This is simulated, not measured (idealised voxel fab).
process module | voxel self aligned contacts
cross-section cut | 215 nm wide | cells 5 nm
A cross-section is a grid of square cells, given in bands from the top down. A band is one or more rows of cells.
Each band's line starts with the height of the band's top and of its bottom, in nm. Then come its materials from left to right, each with its width in nm. One material with "throughout" fills the band from edge to edge. "air" is empty space.
Height 0 is the level under which the wafer as received is all one material. The lowest band goes on downwards, as in "0 down".
A width such as "30 to 40" changes by the same amount from each row of cells to the next, from the band's top row to its bottom row.
"no change" after a step means that no cell of the cross-section changed.
closed voids: empty space of 8 cells or more with no open way to the top, each as width x height at its distance from the left edge, in nm
after a step's settings: what the simulator itself notes on the step
overlay nm, on a step with a mask: how far to the right of its planned place the mask lay; to the left if negative
plan
1 op RECEIVE | material Si
2 op CONFORMAL_DEP | material SiO2 | thk nm 5
3 op DIRECTIONAL_DEP | material polySi | thk nm 20
4 op DIRECTIONAL_DEP | material SiN | thk nm 25
5 op PATTERN | tone cover | mask id GATE | material resist | width nm 25 | pitch nm 60 | thk nm 15 | overlay nm -15
6 op DIRECTIONAL_ETCH | etch materials SiN | depth nm 25
7 op DIRECTIONAL_ETCH | etch materials polySi | depth nm 20
8 op STRIP | etch materials resist
9 op CONFORMAL_DEP | material SiN | thk nm 10
10 op DIRECTIONAL_ETCH | etch materials SiN | depth nm 10
11 op FILL_DEP | material SiO2 | thk nm 15
12 op CMP | height nm 60
13 op DIRECTIONAL_DEP | material aC | thk nm 15
14 op PATTERN | tone open | mask id CONTACT | material resist | width nm 45 | pitch nm 60 | thk nm 30 | overlay nm 0
15 op DIRECTIONAL_ETCH | etch materials aC | depth nm 15
16 op STRIP | etch materials resist
17 op DIRECTIONAL_ETCH | etch materials SiO2 | depth nm 60
18 op STRIP | etch materials aC
19 op CONFORMAL_DEP | material TiN | thk nm 5
20 op FILL_DEP | material W | thk nm 5
21 op CMP | height nm 60
22 op CONFORMAL_DEP | material SiCN | thk nm 5
varied across the wafers: overlay nm of step 5. The plan shows the first wafer's value. All wafers start alike
first wafer as received, after step 1
  0 down: Si throughout
  closed voids: none
first wafer at the end, after step 22
  65 to 60: SiCN throughout
  60 to 50: SiO2 55 | TiN 5 | W 35 to 5 | TiN 5 to 35 | SiO2 15 | TiN 5 | W 35 to 5 | TiN 5 to 35 | SiO2 55
  50 to 25: SiO2 10 | SiN 45 | TiN 5 | W 5 | TiN 5 | SiN 45 | TiN 5 | W 5 | TiN 5 | SiN 45 | SiO2 40
  25 to 5: SiO2 10 | SiN 10 | polySi 25 | SiN 10 | TiN 5 | W 5 | TiN 5 | SiN 10 | polySi 25 | SiN 10 | TiN 5 | W 5 | TiN 5 | SiN 10 | polySi 25 | SiN 10 | SiO2 40
  5 to 0: SiO2 55 | TiN 15 | SiO2 45 | TiN 15 | SiO2 85
  0 down: Si throughout
  closed voids: none
last wafer at the end
  65 to 60: SiCN throughout
  60 to 50: SiO2 55 | TiN 5 to 35 | W 35 to 5 | TiN 5 | SiO2 15 | TiN 5 to 35 | W 35 to 5 | TiN 5 | SiO2 55
  50 to 25: SiO2 40 | SiN 45 | TiN 5 | W 5 | TiN 5 | SiN 45 | TiN 5 | W 5 | TiN 5 | SiN 45 | SiO2 10
  25 to 5: SiO2 40 | SiN 10 | polySi 25 | SiN 10 | TiN 5 | W 5 | TiN 5 | SiN 10 | polySi 25 | SiN 10 | TiN 5 | W 5 | TiN 5 | SiN 10 | polySi 25 | SiN 10 | SiO2 10
  5 to 0: SiO2 85 | TiN 15 | SiO2 45 | TiN 15 | SiO2 55
  0 down: Si throughout
  closed voids: none
each wafer at the end: cells of each material gained (+) or lost (-) since it was received, then its closed voids
overlay nm -15 | +43 SiCN | +183 SiN | +177 SiO2 | +62 TiN | +34 W | +60 polySi | closed voids: none
overlay nm -10 | +43 SiCN | +183 SiN | +177 SiO2 | +62 TiN | +34 W | +60 polySi | closed voids: none
overlay nm -5 | +43 SiCN | +183 SiN | +177 SiO2 | +62 TiN | +34 W | +60 polySi | closed voids: none
overlay nm 0 | +43 SiCN | +183 SiN | +177 SiO2 | +62 TiN | +34 W | +60 polySi | closed voids: none
overlay nm 5 | +43 SiCN | +183 SiN | +177 SiO2 | +62 TiN | +34 W | +60 polySi | closed voids: none
overlay nm 10 | +43 SiCN | +183 SiN | +177 SiO2 | +62 TiN | +34 W | +60 polySi | closed voids: none
overlay nm 15 | +43 SiCN | +183 SiN | +177 SiO2 | +62 TiN | +34 W | +60 polySi | closed voids: none
